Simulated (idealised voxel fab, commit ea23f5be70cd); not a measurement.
process module | voxel gate over fins
cross-section cut | 275 nm wide | cells 5 nm
A cross-section is a grid of square cells, given in bands from the top down. A band is one or more rows of cells.
Each band's line starts with the height of the band's top and of its bottom, in nm. Then come its materials from left to right, each with its width in nm. One material with "throughout" fills the band from edge to edge. "air" is empty space.
Height 0 is the level under which the wafer as received is all one material. The lowest band goes on downwards, as in "0 down".
A width such as "30 to 40" changes by the same amount from each row of cells to the next, from the band's top row to its bottom row.
"no change" after a step means that no cell of the cross-section changed.
closed voids: empty space of 8 cells or more with no open way to the top, each as width x height at its distance from the left edge, in nm
after a step's settings: what the simulator itself notes on the step
overlay nm, on a step with a mask: how far to the right of its planned place the mask lay; to the left if negative
plan
1 op RECEIVE | material Si
2 op CONFORMAL_DEP | material SiN | thk nm 10
3 op DIRECTIONAL_DEP | material aC | thk nm 15
4 op PATTERN | tone cover | mask id FINS | material resist | width nm 15 | pitch nm 60 | thk nm 30 | overlay nm 0
5 op DIRECTIONAL_ETCH | etch materials aC | depth nm 15
6 op STRIP | etch materials resist
7 op DIRECTIONAL_ETCH | etch materials SiN | depth nm 10
8 op DIRECTIONAL_ETCH | etch materials Si | depth nm 30
9 op STRIP | etch materials aC
10 op FILL_DEP | material SiO2 | thk nm 10
11 op CMP | height nm 10
12 op DIRECTIONAL_DEP | material aC | thk nm 15
13 op PATTERN | tone open | mask id RAIL | material resist | width nm 15 | thk nm 35 | overlay nm 0
14 op DIRECTIONAL_ETCH | etch materials aC | depth nm 15
15 op STRIP | etch materials resist
16 op DIRECTIONAL_ETCH | etch materials SiO2 | depth nm 35
17 op STRIP | etch materials aC
18 op CONFORMAL_DEP | material TiN | thk nm 5
19 op FILL_DEP | material W | thk nm 10
20 op CMP | height nm 10
21 op SELECTIVE_ETCH | etch materials W Ru TiN | depth nm 25
22 op FILL_DEP | material SiO2 | thk nm 5
23 op CMP | height nm 10
24 op SELECTIVE_ETCH | etch materials SiO2 | depth nm 20
25 op STRIP | etch materials SiN
26 op CONFORMAL_DEP | material HfO2 | thk nm 5
27 op CONFORMAL_DEP | material TiN | thk nm 5
28 op CONFORMAL_DEP | material TiAl | thk nm 5
29 op CONFORMAL_DEP | material TiN | thk nm 5
30 op FILL_DEP | material W | thk nm 15
31 op CMP | height nm 30
32 op CONFORMAL_DEP | material SiN | thk nm 10
first wafer, as planned
as received, after step 1
  0 down: Si throughout
  closed voids: none
after step 2
  10 to 0: SiN throughout
  below 0: unchanged
after step 3
  25 to 10: aC throughout
  below 10: unchanged
after step 4
  55 to 25: air 100 | resist 15 | air 45 | resist 15 | air 100
  below 25: unchanged
after step 5
  40 to 25: air 100 | resist 15 | air 45 | resist 15 | air 100
  25 to 10: air 100 | aC 15 | air 45 | aC 15 | air 100
  below 10: unchanged
after step 6
  25 to 10: air 100 | aC 15 | air 45 | aC 15 | air 100
  below 10: unchanged
after step 7
  25 to 10: air 100 | aC 15 | air 45 | aC 15 | air 100
  10 to 0: air 100 | SiN 15 | air 45 | SiN 15 | air 100
  below 0: unchanged
after step 8
  25 to 10: air 100 | aC 15 | air 45 | aC 15 | air 100
  10 to 0: air 100 | SiN 15 | air 45 | SiN 15 | air 100
  0 to -30: air 100 | Si 15 | air 45 | Si 15 | air 100
  below -30: unchanged
after step 9
  10 to 0: air 100 | SiN 15 | air 45 | SiN 15 | air 100
  below 0: unchanged
after step 10
  20 to 10: SiO2 throughout
  10 to 0: SiO2 100 | SiN 15 | SiO2 45 | SiN 15 | SiO2 100
  0 to -30: SiO2 100 | Si 15 | SiO2 45 | Si 15 | SiO2 100
  below -30: unchanged
after step 11
  10 to 0: SiO2 100 | SiN 15 | SiO2 45 | SiN 15 | SiO2 100
  below 0: unchanged
after step 12
  25 to 10: aC throughout
  below 10: unchanged
after step 13
  60 to 25: resist 130 | air 15 | resist 130
  below 25: unchanged
after step 14
  45 to 25: resist 130 | air 15 | resist 130
  25 to 10: aC 130 | air 15 | aC 130
  below 10: unchanged
after step 15
  25 to 10: aC 130 | air 15 | aC 130
  below 10: unchanged
after step 16
  25 to 10: aC 130 | air 15 | aC 130
  10 to 0: SiO2 100 | SiN 15 | SiO2 15 | air 15 | SiO2 15 | SiN 15 | SiO2 100
  0 to -25: SiO2 100 | Si 15 | SiO2 15 | air 15 | SiO2 15 | Si 15 | SiO2 100
  below -25: unchanged
after step 17
  10 to 0: SiO2 100 | SiN 15 | SiO2 15 | air 15 | SiO2 15 | SiN 15 | SiO2 100
  below 0: unchanged
after step 18
  15 to 10: TiN 135 | air 5 | TiN 135
  10 to 0: SiO2 100 | SiN 15 | SiO2 15 | TiN 5 | air 5 | TiN 5 | SiO2 15 | SiN 15 | SiO2 100
  0 to -20: SiO2 100 | Si 15 | SiO2 15 | TiN 5 | air 5 | TiN 5 | SiO2 15 | Si 15 | SiO2 100
  -20 to -25: SiO2 100 | Si 15 | SiO2 15 | TiN 15 | SiO2 15 | Si 15 | SiO2 100
  below -25: unchanged
after step 19
  25 to 15: W throughout
  15 to 10: TiN 135 | W 5 | TiN 135
  10 to 0: SiO2 100 | SiN 15 | SiO2 15 | TiN 5 | W 5 | TiN 5 | SiO2 15 | SiN 15 | SiO2 100
  0 to -20: SiO2 100 | Si 15 | SiO2 15 | TiN 5 | W 5 | TiN 5 | SiO2 15 | Si 15 | SiO2 100
  below -20: unchanged
after step 20
  10 to 0: SiO2 100 | SiN 15 | SiO2 15 | TiN 5 | W 5 | TiN 5 | SiO2 15 | SiN 15 | SiO2 100
  below 0: unchanged
after step 21
  10 to 0: SiO2 100 | SiN 15 | SiO2 15 | air 15 | SiO2 15 | SiN 15 | SiO2 100
  0 to -15: SiO2 100 | Si 15 | SiO2 15 | air 15 | SiO2 15 | Si 15 | SiO2 100
  below -15: unchanged
after step 22
  15 to 10: SiO2 throughout
  10 to 0: SiO2 100 | SiN 15 | SiO2 45 | SiN 15 | SiO2 100
  0 to -15: SiO2 100 | Si 15 | SiO2 45 | Si 15 | SiO2 100
  below -15: unchanged
after step 23
  10 to 0: SiO2 100 | SiN 15 | SiO2 45 | SiN 15 | SiO2 100
  below 0: unchanged
after step 24
  10 to 0: air 100 | SiN 15 | air 45 | SiN 15 | air 100
  0 to -10: air 100 | Si 15 | air 45 | Si 15 | air 100
  below -10: unchanged
after step 25
  0 to -10: air 100 | Si 15 | air 45 | Si 15 | air 100
  below -10: unchanged
after step 26
  5 to 0: air 95 | HfO2 25 | air 35 | HfO2 25 | air 95
  0 to -5: air 95 | HfO2 5 | Si 15 | HfO2 5 | air 35 | HfO2 5 | Si 15 | HfO2 5 | air 95
  -5 to -10: HfO2 100 | Si 15 | HfO2 45 | Si 15 | HfO2 100
  below -10: unchanged
after step 27
  10 to 5: air 90 | TiN 35 | air 25 | TiN 35 | air 90
  5 to 0: air 90 | TiN 5 | HfO2 25 | TiN 5 | air 25 | TiN 5 | HfO2 25 | TiN 5 | air 90
  0 to -5: TiN 95 | HfO2 5 | Si 15 | HfO2 5 | TiN 35 | HfO2 5 | Si 15 | HfO2 5 | TiN 95
  below -5: unchanged
after step 28
  15 to 10: air 85 | TiAl 45 | air 15 | TiAl 45 | air 85
  10 to 5: air 85 | TiAl 5 | TiN 35 | TiAl 5 | air 15 | TiAl 5 | TiN 35 | TiAl 5 | air 85
  5 to 0: TiAl 90 | TiN 5 | HfO2 25 | TiN 5 | TiAl 25 | TiN 5 | HfO2 25 | TiN 5 | TiAl 90
  below 0: unchanged
after step 29
  20 to 15: air 80 | TiN 55 | air 5 | TiN 55 | air 80
  15 to 10: air 80 | TiN 5 | TiAl 45 | TiN 5 | air 5 | TiN 5 | TiAl 45 | TiN 5 | air 80
  10 to 5: TiN 85 | TiAl 5 | TiN 35 | TiAl 5 | TiN 15 | TiAl 5 | TiN 35 | TiAl 5 | TiN 85
  below 5: unchanged
after step 30
  35 to 20: W throughout
  20 to 15: W 80 | TiN 55 | W 5 | TiN 55 | W 80
  15 to 10: W 80 | TiN 5 | TiAl 45 | TiN 5 | W 5 | TiN 5 | TiAl 45 | TiN 5 | W 80
  below 10: unchanged
after step 31
  30 to 20: W throughout
  below 20: unchanged
after step 32
  40 to 30: SiN throughout
  below 30: unchanged
second wafer: like start, like plan, one mistake. Through step 12 it matches the first wafer
when step 13 should have ended
  60 to 25: resist 125 | air 15 | resist 135
  below 25: unchanged
when step 14 should have ended
  45 to 25: resist 125 | air 15 | resist 135
  25 to 10: aC 125 | air 15 | aC 135
  below 10: unchanged
when step 15 should have ended
  25 to 10: aC 125 | air 15 | aC 135
  below 10: unchanged
when step 16 should have ended
  25 to 10: aC 125 | air 15 | aC 135
  10 to 0: SiO2 100 | SiN 15 | SiO2 10 | air 15 | SiO2 20 | SiN 15 | SiO2 100
  0 to -25: SiO2 100 | Si 15 | SiO2 10 | air 15 | SiO2 20 | Si 15 | SiO2 100
  below -25: unchanged
when step 17 should have ended
  10 to 0: SiO2 100 | SiN 15 | SiO2 10 | air 15 | SiO2 20 | SiN 15 | SiO2 100
  below 0: unchanged
when step 18 should have ended
  15 to 10: TiN 130 | air 5 | TiN 140
  10 to 0: SiO2 100 | SiN 15 | SiO2 10 | TiN 5 | air 5 | TiN 5 | SiO2 20 | SiN 15 | SiO2 100
  0 to -20: SiO2 100 | Si 15 | SiO2 10 | TiN 5 | air 5 | TiN 5 | SiO2 20 | Si 15 | SiO2 100
  -20 to -25: SiO2 100 | Si 15 | SiO2 10 | TiN 15 | SiO2 20 | Si 15 | SiO2 100
  below -25: unchanged
when step 19 should have ended
  25 to 15: W throughout
  15 to 10: TiN 130 | W 5 | TiN 140
  10 to 0: SiO2 100 | SiN 15 | SiO2 10 | TiN 5 | W 5 | TiN 5 | SiO2 20 | SiN 15 | SiO2 100
  0 to -20: SiO2 100 | Si 15 | SiO2 10 | TiN 5 | W 5 | TiN 5 | SiO2 20 | Si 15 | SiO2 100
  below -20: unchanged
when step 20 should have ended
  10 to 0: SiO2 100 | SiN 15 | SiO2 10 | TiN 5 | W 5 | TiN 5 | SiO2 20 | SiN 15 | SiO2 100
  below 0: unchanged
when step 21 should have ended
  10 to 0: SiO2 100 | SiN 15 | SiO2 10 | air 15 | SiO2 20 | SiN 15 | SiO2 100
  0 to -15: SiO2 100 | Si 15 | SiO2 10 | air 15 | SiO2 20 | Si 15 | SiO2 100
  below -15: unchanged
when step 22 should have ended
  15 to 10: SiO2 throughout
  10 to 0: SiO2 100 | SiN 15 | SiO2 45 | SiN 15 | SiO2 100
  0 to -15: SiO2 100 | Si 15 | SiO2 45 | Si 15 | SiO2 100
  below -15: unchanged
when step 23 should have ended
  10 to 0: SiO2 100 | SiN 15 | SiO2 45 | SiN 15 | SiO2 100
  below 0: unchanged
when step 24 should have ended
  10 to 0: air 100 | SiN 15 | air 45 | SiN 15 | air 100
  0 to -10: air 100 | Si 15 | air 45 | Si 15 | air 100
  below -10: unchanged
when step 25 should have ended
  0 to -10: air 100 | Si 15 | air 45 | Si 15 | air 100
  below -10: unchanged
when step 26 should have ended
  5 to 0: air 95 | HfO2 25 | air 35 | HfO2 25 | air 95
  0 to -5: air 95 | HfO2 5 | Si 15 | HfO2 5 | air 35 | HfO2 5 | Si 15 | HfO2 5 | air 95
  -5 to -10: HfO2 100 | Si 15 | HfO2 45 | Si 15 | HfO2 100
  below -10: unchanged
when step 27 should have ended
  10 to 5: air 90 | TiN 35 | air 25 | TiN 35 | air 90
  5 to 0: air 90 | TiN 5 | HfO2 25 | TiN 5 | air 25 | TiN 5 | HfO2 25 | TiN 5 | air 90
  0 to -5: TiN 95 | HfO2 5 | Si 15 | HfO2 5 | TiN 35 | HfO2 5 | Si 15 | HfO2 5 | TiN 95
  below -5: unchanged
when step 28 should have ended
  15 to 10: air 85 | TiAl 45 | air 15 | TiAl 45 | air 85
  10 to 5: air 85 | TiAl 5 | TiN 35 | TiAl 5 | air 15 | TiAl 5 | TiN 35 | TiAl 5 | air 85
  5 to 0: TiAl 90 | TiN 5 | HfO2 25 | TiN 5 | TiAl 25 | TiN 5 | HfO2 25 | TiN 5 | TiAl 90
  below 0: unchanged
when step 29 should have ended
  20 to 15: air 80 | TiN 55 | air 5 | TiN 55 | air 80
  15 to 10: air 80 | TiN 5 | TiAl 45 | TiN 5 | air 5 | TiN 5 | TiAl 45 | TiN 5 | air 80
  10 to 5: TiN 85 | TiAl 5 | TiN 35 | TiAl 5 | TiN 15 | TiAl 5 | TiN 35 | TiAl 5 | TiN 85
  below 5: unchanged
when step 30 should have ended
  35 to 20: W throughout
  20 to 15: W 80 | TiN 55 | W 5 | TiN 55 | W 80
  15 to 10: W 80 | TiN 5 | TiAl 45 | TiN 5 | W 5 | TiN 5 | TiAl 45 | TiN 5 | W 80
  below 10: unchanged
when step 31 should have ended
  30 to 20: W throughout
  below 20: unchanged
when step 32 should have ended
  40 to 30: SiN throughout
  below 30: unchanged
what went wrong: step 13 ran as: op PATTERN | tone open | mask id RAIL | material resist | width nm 15 | thk nm 35 | overlay nm -5
at the end the second wafer has, in cells: as many of each material as the first, in other places
